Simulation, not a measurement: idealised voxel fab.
The following process module bears the name voxel lift off.
Section shown: cut. Width: 250 nm. Cell size: 5 nm, square.
We lay out every cross-section as a grid of square cells and spell it out in bands from the top down, where one band means one or more rows of cells.
Per band: top height and bottom height in nm, followed by the left-to-right materials and their widths in nm; "full width" marks a single material spanning edge to edge, "blank" marks empty space.
Ref level 0: as-received wafer is one material below here. Bottom band extends down with no lower bound ("0..down").
When a width is written as two numbers, as in "30 to 40", the first number is the width in the top row of cells of the band and the second is the width in its bottom row, and the width changes by the same amount from each row to the next.
Reading "no alterations made" for a step: not a cell of the cross-section changed in it.
Empty spaces counting at least 8 cells and having no open way to the top are listed in "Closed empty spaces". The notation width x height at distance is used for each, the distance being from the left edge and all three values in nm.
On a step's line, text after the settings is the simulator commenting on that step.
A step line may carry the setting "overlay nm", which, for steps involving a mask, states the distance by which the mask lay to the right of its intended position; negative values denote displacement to the left.

-- This section lists the process steps that were planned
1,RECEIVE | material Si
2,CONFORMAL_DEP | material SiO2 | thk nm 15
3,PATTERN | tone open | mask id LINES | material resist | width nm 30 | pitch nm 55 | thk nm 30 | overlay nm 0
4,DIRECTIONAL_DEP | material Ru | thk nm 15
5,STRIP | etch materials resist
6,CONFORMAL_DEP | material SiO2 | thk nm 10

-- Wafer cross-section on receipt, i.e. after step 1
  0..down = Si full width
  Closed empty spaces: none

-- The cross-section shown corresponds to the wafer at the conclusion of the module. The initial structure and the process plan are those presented above; however, one mistake occurred in executing the plan
  30..15 = blank=80, then Ru=30, then blank=25, then Ru=30, then blank=85
  15..0 = SiO2 full width
  0..down = Si full width
  Closed empty spaces: none
What was done differently from what was planned? skipped: plan step 6 (never run)
